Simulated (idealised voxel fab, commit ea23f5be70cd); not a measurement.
The document below concerns the process module designated voxel ribs on slabs.
Pictured: cross-section cut, 170 nm wide, on a grid of 5 nm square cells.
Cross-section = grid of square cells, listed top down in bands; band = one or more rows. The entry gives the band's vertical extent as a top height and a bottom height in nm, then its horizontal make-up as materials from left to right, each with a width in nm. "empty" stands for empty space; a single material marked "all across" fills the band edge to edge. Heads up on the height convention: 0 is the point under which the incoming wafer is all one material, and the lowest band has no bottom, it just keeps going down, like "top 0, no bottom". So if you see something like "30..40" for the width, read it as the top row of the band sitting at the first number and the bottom row at the second, with every row in between moving by the same amount as the last. Given "all unchanged" for a step, no cell of the cross-section differs between before and after that step. In the "Trapped voids" entry, you get each enclosed empty space of 8 cells or more, one with no open way to the top, written width x height at distance, distance from the left edge, in nm. Formally, on a step line, whatever follows the settings is a remark that the simulator itself makes on the step. Steps that use a mask can have "overlay nm" on their line. It says how far the mask sat to the right of where it was meant to be. Negative means to the left.
# plan
1,RECEIVE,material Si
2,DIRECTIONAL_DEP,material SiO2,thk nm 20
3,DIRECTIONAL_DEP,material polySi,thk nm 15
4,MASKED_ETCH,tone cover,mask id RIB,width nm 30,etch materials polySi,depth nm 10,overlay nm 0
5,DIRECTIONAL_DEP,material aC,thk nm 15
6,PATTERN,tone cover,mask id SLAB,material resist,width nm 70,thk nm 35,overlay nm 0
7,DIRECTIONAL_ETCH,etch materials aC,depth nm 15
8,STRIP,etch materials resist
9,DIRECTIONAL_ETCH,etch materials polySi,depth nm 5
10,STRIP,etch materials aC
11,FILL_DEP,material SiO2,thk nm 15
12,CMP,height nm 45
13,DIRECTIONAL_DEP,material W,thk nm 10
14,DIRECTIONAL_DEP,material aC,thk nm 10
15,PATTERN,tone cover,mask id HEATER,material resist,width nm 40,thk nm 25,overlay nm 0
16,DIRECTIONAL_ETCH,etch materials aC,depth nm 10
17,STRIP,etch materials resist
18,DIRECTIONAL_ETCH,etch materials W,depth nm 10
19,STRIP,etch materials aC
20,CONFORMAL_DEP,material SiN,thk nm 10
# Cross-section of the wafer as it came to us, i.e., already through step 1
top 0, no bottom = Si all across
Trapped voids: none
# End-of-module cross-section of the first of two wafers, processed as planned
top 65, bottom 55 = 55 empty; 60 SiN; 55 empty
top 55, bottom 45 = 65 SiN; 40 W; 65 SiN
top 45, bottom 35 = SiO2 all across
top 35, bottom 25 = 70 SiO2; 30 polySi; 70 SiO2
top 25, bottom 20 = 50 SiO2; 70 polySi; 50 SiO2
top 20, bottom 0 = SiO2 all across
top 0, no bottom = Si all across
Trapped voids: none
# Second wafer cross-section at end of module - shared start and plan with the first, one mistake in the run
top 65, bottom 55 = 55 empty; 60 SiN; 55 empty
top 55, bottom 45 = 65 SiN; 40 W; 65 SiN
top 45, bottom 35 = SiO2 all across
top 35, bottom 30 = 50 SiO2; 20 polySi; 30 SiO2; 20 polySi; 50 SiO2
top 30, bottom 25 = 70 polySi; 30 SiO2; 70 polySi
top 25, bottom 20 = polySi all across
top 20, bottom 0 = SiO2 all across
top 0, no bottom = Si all across
Trapped voids: none
Which mistake was made when the wafer was run? for step 4, the planned setting was not used; the step was instead run as MASKED_ETCH,tone open,mask id RIB,width nm 30,etch materials polySi,depth nm 10,overlay nm 0
In the final state, the cell counts of the second wafer exceed or fall short of those of the first for the following materials: SiO2 -44; polySi +44
